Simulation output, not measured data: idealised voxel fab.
A process module follows: voxel released beams.
This is section cut - it's 270 nm across, gridded in 5 nm square cells.
Each cross-section below is a grid of square cells, stated as bands in top-down order, with one or more rows of cells making up each band.
For a band, the entry starts with two heights in nm, that of the top and then that of the bottom, and carries on with the band's materials in order from left to right, each alongside its width in nm; the word "everywhere" beside a single material means it fills the band edge to edge, and "empty" means empty space.
Convention: height 0 is the level below which the wafer, as received, is all one material. The lowest band does not terminate at the bottom but continues downward, represented as "0 down".
The two numbers in a width such as "30->40" mark its ends across the band: the first belongs to the top row of cells, the second to the bottom row, and from each row to the next the width moves by the same amount.
"no modification" after a step means that no cell of the cross-section changed.
"Closed empty spaces": sealed empty spaces, 8 cells or more, no open way to top, listed width x height at distance, with distance from the left edge and width, height and distance in nm.
after a step's settings: what the simulator itself notes on the step
Each step line may optionally specify "overlay nm", which for a step with a mask gives the rightward distance between the mask's planned place and where it lay, a negative value indicating the leftward direction.

The steps planned for the process are as follows
1,RECEIVE, material Si
2,CONFORMAL_DEP, material SiN, thk nm 5
3,DIRECTIONAL_DEP, material SiO2, thk nm 10
4,MASKED_ETCH, tone open, mask id ANCHOR, width nm 35, etch materials SiO2, depth nm 10, overlay nm 0
5,CONFORMAL_DEP, material polySi, thk nm 10
6,DIRECTIONAL_DEP, material aC, thk nm 15
7,PATTERN, tone cover, mask id BEAM, material resist, width nm 100, thk nm 30, overlay nm 0
8,DIRECTIONAL_ETCH, etch materials aC, depth nm 15
9,STRIP, etch materials resist
10,DIRECTIONAL_ETCH, etch materials polySi, depth nm 10
11,STRIP, etch materials aC
12,STRIP, etch materials SiO2

Cross-section of the wafer at receipt, which is the condition after step 1
> 0 down: Si everywhere
> Closed empty spaces: none

First wafer of two, sectioned at end of module; run went per plan
> 25 to 15: empty=80, then polySi=15, then empty=15, then polySi=70, then empty=90
> 15 to 5: empty=85, then polySi=35, then empty=150
> 5 to 0: SiN everywhere
> 0 down: Si everywhere
> Closed empty spaces: none

Wafer two (of two), end-of-module cross-section: start = wafer one, plan = wafer one, one run mistake
> 25 to 15: empty=80, then polySi=50, then empty=140
> 15 to 5: empty=75, then polySi=10, then SiO2=35, then polySi=60, then empty=90
> 5 to 0: SiN everywhere
> 0 down: Si everywhere
> Closed empty spaces: none
Error vs. plan: step 4 did not happen as planned, as run it was MASKED_ETCH, tone cover, mask id ANCHOR, width nm 35, etch materials SiO2, depth nm 10, overlay nm 0
Once processing is complete, comparing cell counts shows that the second wafer has more or fewer of certain materials than the first: +14 SiO2
